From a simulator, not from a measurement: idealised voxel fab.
Name of the process module below: voxel wiring stack
This is section cut - it's 235 nm across, gridded in 5 nm square cells.
Just so we're on the same page, the cross-sections are grids of square cells, and they're listed out in bands top to bottom, each band one or more rows deep.
First you get the band's top height and its bottom height, in nm, and then the materials it's made of, left to right, with each width in nm. If you see a single material with "full width", that one covers the band edge to edge. "empty" is empty space.
Convention: height 0 is the level below which the wafer, as received, is all one material. The lowest band does not terminate at the bottom but continues downward, represented as "0 and below".
When a width is written as two numbers, as in "30 to 40", the first number is the width in the top row of cells of the band and the second is the width in its bottom row, and the width changes by the same amount from each row to the next.
Take "nothing changed" at face value: in the step it is given for, the cross-section changed in none of its cells.
Each empty space that has no open way to the top and spans at least 8 cells appears under "Cavities, closed" as width x height at distance, the distance counted from the left edge, all in nm.
On a step's line, text after the settings is the simulator commenting on that step.
overlay nm: where the mask lay relative to plan, measured to the right, on steps with a mask; negatives go left.

Process steps (planned):
| 1 | RECEIVE [material Si] |
| 2 | CONFORMAL_DEP [material SiO2] [thk nm 10] |
| 3 | CONFORMAL_DEP [material SiCN] [thk nm 5] |
| 4 | DIRECTIONAL_DEP [material lowk] [thk nm 20] |
| 5 | DIRECTIONAL_DEP [material aC] [thk nm 10] |
| 6 | PATTERN [tone open] [mask id METAL_1] [material resist] [width nm 20] [pitch nm 40] [thk nm 30] [overlay nm 0] |
| 7 | DIRECTIONAL_ETCH [etch materials aC] [depth nm 10] |
| 8 | STRIP [etch materials resist] |
| 9 | DIRECTIONAL_ETCH [etch materials lowk] [depth nm 20] |
| 10 | DIRECTIONAL_ETCH [etch materials SiCN] [depth nm 5] |
| 11 | STRIP [etch materials aC] |
| 12 | CONFORMAL_DEP [material TiN] [thk nm 5] |
| 13 | FILL_DEP [material Cu] [thk nm 5] |
| 14 | CMP [height nm 35] |
| 15 | CONFORMAL_DEP [material SiCN] [thk nm 5] |
| 16 | DIRECTIONAL_DEP [material lowk] [thk nm 30] |
| 17 | MASKED_ETCH [tone open] [mask id METAL_2_HOLES] [width nm 15] [pitch nm 40] [etch materials lowk] [depth nm 30] [overlay nm 0] |
| 18 | MASKED_ETCH [tone open] [mask id METAL_2] [width nm 20] [pitch nm 40] [etch materials lowk] [depth nm 20] [overlay nm 0] |
| 19 | MASKED_ETCH [tone open] [mask id METAL_2] [width nm 20] [pitch nm 40] [etch materials SiCN] [depth nm 5] [overlay nm 0] |
| 20 | CONFORMAL_DEP [material TiN] [thk nm 5] |
| 21 | FILL_DEP [material Ru] [thk nm 10] |
| 22 | CMP [height nm 70] |
| 23 | CONFORMAL_DEP [material SiCN] [thk nm 5] |

Received-state cross-section, reflecting completion of step 1:
- 0 and below: Si full width
- Cavities, closed: none

Run as planned - first of the two wafers cross-sectioned at the end of the module:
- 75 down to 70: SiCN full width
- 70 down to 55: lowk 85; TiN 5; Ru 10; TiN 5; lowk 20; TiN 5; Ru 10; TiN 5; lowk 90
- 55 down to 50: lowk 85; TiN 5; Ru 5; TiN 10; lowk 20; TiN 5; Ru 5; TiN 10; lowk 90
- 50 down to 40: lowk 85; TiN 5; Ru 5; TiN 5; lowk 25; TiN 5; Ru 5; TiN 5; lowk 95
- 40 down to 35: SiCN 85; TiN 15; SiCN 25; TiN 15; SiCN 95
- 35 down to 15: lowk 85; TiN 5; Cu 10; TiN 5; lowk 20; TiN 5; Cu 10; TiN 5; lowk 90
- 15 down to 10: SiCN 85; TiN 20; SiCN 20; TiN 20; SiCN 90
- 10 down to 0: SiO2 full width
- 0 and below: Si full width
- Cavities, closed: none

So this is wafer number two of the two, cut at the end of the module - it started where the first did and had the same plan, we just got one thing wrong running it:
- 75 down to 70: SiCN full width
- 70 down to 55: lowk 85; TiN 5; Ru 10; TiN 5; lowk 20; TiN 5; Ru 10; TiN 5; lowk 90
- 55 down to 50: lowk 85; TiN 5; Ru 5; TiN 10; lowk 20; TiN 5; Ru 5; TiN 10; lowk 90
- 50 down to 40: lowk 85; TiN 5; Ru 5; TiN 5; lowk 25; TiN 5; Ru 5; TiN 5; lowk 95
- 40 down to 35: SiCN 85; TiN 15; SiCN 25; TiN 15; SiCN 95
- 35 down to 15: lowk 75; TiN 5; Cu 10; TiN 5; lowk 20; TiN 5; Cu 10; TiN 5; lowk 100
- 15 down to 10: SiCN 75; TiN 20; SiCN 20; TiN 20; SiCN 100
- 10 down to 0: SiO2 full width
- 0 and below: Si full width
- Cavities, closed: none
Plan not followed: step 6: run off-plan, actual operation and settings PATTERN [tone open] [mask id METAL_1] [material resist] [width nm 20] [pitch nm 40] [thk nm 30] [overlay nm -10]
at the end the second wafer has, in cells: as many of each material as the first, in other places
